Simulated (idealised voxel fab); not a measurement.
process module | voxel double patterning
cross-section cut | 200 nm wide | cells 5 nm
A cross-section is a grid of square cells, given in bands from the top down. A band is one or more rows of cells.
Each band's line starts with the height of the band's top and of its bottom, in nm. Then come its materials from left to right, each with its width in nm. One material with "throughout" fills the band from edge to edge. "air" is empty space.
Height 0 is the level under which the wafer as received is all one material. The lowest band goes on downwards, as in "0 down".
A width such as "30 to 40" changes by the same amount from each row of cells to the next, from the band's top row to its bottom row.
"no change" after a step means that no cell of the cross-section changed.
closed voids: empty space of 8 cells or more with no open way to the top, each as width x height at its distance from the left edge, in nm
after a step's settings: what the simulator itself notes on the step
overlay nm, on a step with a mask: how far to the right of its planned place the mask lay; to the left if negative
Each pair below shows a cross-section before one step and the cross-section after it, down to the lowest band that changed. The line under each pair gives the step between them, with its settings. The pairs can come from different runs of this module on the same starting wafer, so a pair continues from the pair above only where its "before" says so.
before
  0 down: Si throughout
  closed voids: none
after
  10 to 0: SiO2 throughout
  below 0: unchanged
  closed voids: none
the step between: op CONFORMAL_DEP | material SiO2 | thk nm 10
before: the cross-section after the pair above
after
  20 to 10: W throughout
  below 10: unchanged
  closed voids: none
the step between: op DIRECTIONAL_DEP | material W | thk nm 10
before: the cross-section after the pair above
after
  30 to 20: SiN throughout
  below 20: unchanged
  closed voids: none
the step between: op DIRECTIONAL_DEP | material SiN | thk nm 10
before: the cross-section after the pair above
after
  30 to 20: SiN 65 | air 15 | SiN 35 | air 15 | SiN 70
  below 20: unchanged
  closed voids: none
the step between: op MASKED_ETCH | tone open | mask id FIRST | width nm 15 | pitch nm 50 | etch materials SiN | depth nm 10 | overlay nm 0
before: the cross-section after the pair above
after
  30 to 20: SiN 65 | air 15 | SiN 10 | air 15 | SiN 10 | air 15 | SiN 70
  below 20: unchanged
  closed voids: none
the step between: op MASKED_ETCH | tone open | mask id SECOND | width nm 15 | etch materials SiN | depth nm 10 | overlay nm 0
before: the cross-section after the pair above
after
  30 to 20: SiN 65 | air 15 | SiN 10 | air 15 | SiN 10 | air 15 | SiN 70
  20 to 10: W 65 | air 15 | W 10 | air 15 | W 10 | air 15 | W 70
  below 10: unchanged
  closed voids: none
the step between: op DIRECTIONAL_ETCH | etch materials W | depth nm 10
before: the cross-section after the pair above
after
  20 to 10: W 65 | air 15 | W 10 | air 15 | W 10 | air 15 | W 70
  below 10: unchanged
  closed voids: none
the step between: op STRIP | etch materials SiN
before
  0 down: Si throughout
  closed voids: none
after
  10 to 0: W throughout
  below 0: unchanged
  closed voids: none
the step between: op DIRECTIONAL_DEP | material W | thk nm 10
before: the cross-section after the pair above
after
  20 to 10: SiN throughout
  below 10: unchanged
  closed voids: none
the step between: op DIRECTIONAL_DEP | material SiN | thk nm 10
before: the cross-section after the pair above
after
  20 to 10: SiN 65 | air 15 | SiN 35 | air 15 | SiN 70
  below 10: unchanged
  closed voids: none
the step between: op MASKED_ETCH | tone open | mask id FIRST | width nm 15 | pitch nm 50 | etch materials SiN | depth nm 10 | overlay nm 0
before: the cross-section after the pair above
after
  20 to 10: SiN 65 | air 15 | SiN 10 | air 15 | SiN 10 | air 15 | SiN 70
  below 10: unchanged
  closed voids: none
the step between: op MASKED_ETCH | tone open | mask id SECOND | width nm 15 | etch materials SiN | depth nm 10 | overlay nm 0
before: the cross-section after the pair above
after
  20 to 10: SiN 65 | air 15 | SiN 10 | air 15 | SiN 10 | air 15 | SiN 70
  10 to 0: W 65 | air 15 | W 10 | air 15 | W 10 | air 15 | W 70
  below 0: unchanged
  closed voids: none
the step between: op DIRECTIONAL_ETCH | etch materials W | depth nm 10
before: the cross-section after the pair above
after
  10 to 0: W 65 | air 15 | W 10 | air 15 | W 10 | air 15 | W 70
  below 0: unchanged
  closed voids: none
the step between: op STRIP | etch materials SiN
before
  10 to 0: W throughout
  0 down: Si throughout
  closed voids: none
after
  20 to 10: SiO2 throughout
  below 10: unchanged
  closed voids: none
the step between: op CONFORMAL_DEP | material SiO2 | thk nm 10
before: the cross-section after the pair above
after
  30 to 20: SiN throughout
  below 20: unchanged
  closed voids: none
the step between: op DIRECTIONAL_DEP | material SiN | thk nm 10
before: the cross-section after the pair above
after
  30 to 20: SiN 65 | air 15 | SiN 35 | air 15 | SiN 70
  below 20: unchanged
  closed voids: none
the step between: op MASKED_ETCH | tone open | mask id FIRST | width nm 15 | pitch nm 50 | etch materials SiN | depth nm 10 | overlay nm 0
before: the cross-section after the pair above
after
  30 to 20: SiN 65 | air 15 | SiN 10 | air 15 | SiN 10 | air 15 | SiN 70
  below 20: unchanged
  closed voids: none
the step between: op MASKED_ETCH | tone open | mask id SECOND | width nm 15 | etch materials SiN | depth nm 10 | overlay nm 0
before: the cross-section after the pair above
after
  20 to 10: SiO2 throughout
  below 10: unchanged
  closed voids: none
the step between: op STRIP | etch materials SiN
before
  30 to 20: SiN 65 | air 15 | SiN 10 | air 15 | SiN 10 | air 15 | SiN 70
  20 to 10: W throughout
  10 to 0: SiO2 throughout
  0 down: Si throughout
  closed voids: none
after
  30 to 20: SiN 65 | air 15 | SiN 10 | air 15 | SiN 10 | air 15 | SiN 70
  20 to 15: W 65 | air 15 | W 10 | air 15 | W 10 | air 15 | W 70
  below 15: unchanged
  closed voids: none
the step between: op DIRECTIONAL_ETCH | etch materials W | depth nm 5
before: the cross-section after the pair above
after
  20 to 15: W 65 | air 15 | W 10 | air 15 | W 10 | air 15 | W 70
  below 15: unchanged
  closed voids: none
the step between: op STRIP | etch materials SiN
before
  30 to 20: SiN 65 | air 15 | SiN 35 | air 15 | SiN 70
  20 to 10: W throughout
  10 to 0: SiO2 throughout
  0 down: Si throughout
  closed voids: none
after
  30 to 20: SiN 65 | air 15 | SiN 10 | air 20 | SiN 5 | air 15 | SiN 70
  below 20: unchanged
  closed voids: none
the step between: op MASKED_ETCH | tone open | mask id SECOND | width nm 20 | etch materials SiN | depth nm 10 | overlay nm 0
before: the cross-section after the pair above
after
  30 to 20: SiN 65 | air 15 | SiN 10 | air 20 | SiN 5 | air 15 | SiN 70
  20 to 10: W 65 | air 15 | W 10 | air 20 | W 5 | air 15 | W 70
  below 10: unchanged
  closed voids: none
the step between: op DIRECTIONAL_ETCH | etch materials W | depth nm 10
before: the cross-section after the pair above
after
  20 to 10: W 65 | air 15 | W 10 | air 20 | W 5 | air 15 | W 70
  below 10: unchanged
  closed voids: none
the step between: op STRIP | etch materials SiN
before
  30 to 20: SiN 65 | air 15 | SiN 35 | air 15 | SiN 70
  20 to 10: W throughout
  10 to 0: SiO2 throughout
  0 down: Si throughout
  closed voids: none
after
  30 to 20: SiN 65 | air 15 | SiN 15 | air 15 | SiN 5 | air 15 | SiN 70
  below 20: unchanged
  closed voids: none
the step between: op MASKED_ETCH | tone open | mask id SECOND | width nm 15 | etch materials SiN | depth nm 10 | overlay nm 5
before: the cross-section after the pair above
after
  30 to 20: SiN 65 | air 15 | SiN 15 | air 15 | SiN 5 | air 15 | SiN 70
  20 to 10: W 65 | air 15 | W 15 | air 15 | W 5 | air 15 | W 70
  below 10: unchanged
  closed voids: none
the step between: op DIRECTIONAL_ETCH | etch materials W | depth nm 10
before: the cross-section after the pair above
after
  20 to 10: W 65 | air 15 | W 15 | air 15 | W 5 | air 15 | W 70
  below 10: unchanged
  closed voids: none
the step between: op STRIP | etch materials SiN
before
  0 down: Si throughout
  closed voids: none
after
  10 to 0: W throughout
  below 0: unchanged
  closed voids: none
the step between: op CONFORMAL_DEP | material W | thk nm 10
before: the cross-section after the pair above
after
  20 to 0: W throughout
  below 0: unchanged
  closed voids: none
the step between: op DIRECTIONAL_DEP | material W | thk nm 10
before: the cross-section after the pair above
after
  30 to 20: SiN throughout
  below 20: unchanged
  closed voids: none
the step between: op DIRECTIONAL_DEP | material SiN | thk nm 10
before: the cross-section after the pair above
after
  30 to 20: SiN 65 | air 15 | SiN 35 | air 15 | SiN 70
  below 20: unchanged
  closed voids: none
the step between: op MASKED_ETCH | tone open | mask id FIRST | width nm 15 | pitch nm 50 | etch materials SiN | depth nm 10 | overlay nm 0
before: the cross-section after the pair above
after
  30 to 20: SiN 65 | air 15 | SiN 10 | air 15 | SiN 10 | air 15 | SiN 70
  below 20: unchanged
  closed voids: none
the step between: op MASKED_ETCH | tone open | mask id SECOND | width nm 15 | etch materials SiN | depth nm 10 | overlay nm 0
before: the cross-section after the pair above
after
  30 to 20: SiN 65 | air 15 | SiN 10 | air 15 | SiN 10 | air 15 | SiN 70
  20 to 10: W 65 | air 15 | W 10 | air 15 | W 10 | air 15 | W 70
  below 10: unchanged
  closed voids: none
the step between: op DIRECTIONAL_ETCH | etch materials W | depth nm 10
before: the cross-section after the pair above
after
  20 to 10: W 65 | air 15 | W 10 | air 15 | W 10 | air 15 | W 70
  below 10: unchanged
  closed voids: none
the step between: op STRIP | etch materials SiN
before
  30 to 20: SiN throughout
  20 to 10: W throughout
  10 to 0: SiO2 throughout
  0 down: Si throughout
  closed voids: none
after
  30 to 20: air 65 | SiN 15 | air 35 | SiN 15 | air 70
  below 20: unchanged
  closed voids: none
the step between: op MASKED_ETCH | tone cover | mask id FIRST | width nm 15 | pitch nm 50 | etch materials SiN | depth nm 10 | overlay nm 0
before: the cross-section after the pair above
after
  30 to 20: air 65 | SiN 15 | air 35 | SiN 15 | air 70
  20 to 10: air 65 | W 15 | air 35 | W 15 | air 70
  below 10: unchanged
  closed voids: none
the step between: op DIRECTIONAL_ETCH | etch materials W | depth nm 10
before: the cross-section after the pair above
after
  20 to 10: air 65 | W 15 | air 35 | W 15 | air 70
  below 10: unchanged
  closed voids: none
the step between: op STRIP | etch materials SiN
